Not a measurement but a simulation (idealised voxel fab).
process module | voxel plated lines
cross-section cut | 245 nm wide | cells 5 nm
A cross-section is a grid of square cells, given in bands from the top down. A band is one or more rows of cells.
Each band's line starts with the height of the band's top and of its bottom, in nm. Then come its materials from left to right, each with its width in nm. One material with "throughout" fills the band from edge to edge. "air" is empty space.
Height 0 is the level under which the wafer as received is all one material. The lowest band goes on downwards, as in "0 down".
A width such as "30 to 40" changes by the same amount from each row of cells to the next, from the band's top row to its bottom row.
"no change" after a step means that no cell of the cross-section changed.
closed voids: empty space of 8 cells or more with no open way to the top, each as width x height at its distance from the left edge, in nm
after a step's settings: what the simulator itself notes on the step
overlay nm, on a step with a mask: how far to the right of its planned place the mask lay; to the left if negative
plan
1 op RECEIVE | material Si
2 op CONFORMAL_DEP | material SiO2 | thk nm 10
3 op DIRECTIONAL_DEP | material TiN | thk nm 5
4 op PATTERN | tone open | mask id LINES | material resist | width nm 25 | pitch nm 55 | thk nm 15 | overlay nm 0
5 op EPI | material Ru | thk nm 10
6 op STRIP | etch materials resist
7 op DIRECTIONAL_ETCH | etch materials TiN | depth nm 5
8 op CONFORMAL_DEP | material SiCN | thk nm 10
as received, after step 1
  0 down: Si throughout
  closed voids: none
a wafer at the end: this start, this plan, one mistake
  35 to 25: SiCN 90 | air 5 | SiCN 50 | air 5 | SiCN 95
  25 to 20: Ru 80 | SiCN 10 | air 5 | SiCN 10 | Ru 30 | SiCN 10 | air 5 | SiCN 10 | Ru 85
  20 to 15: Ru 80 | SiCN 25 | Ru 30 | SiCN 25 | Ru 85
  15 to 10: TiN 80 | SiCN 25 | TiN 30 | SiCN 25 | TiN 85
  10 to 0: SiO2 throughout
  0 down: Si throughout
  closed voids: none
what went wrong: step 4 ran as: op PATTERN | tone cover | mask id LINES | material resist | width nm 25 | pitch nm 55 | thk nm 15 | overlay nm 0
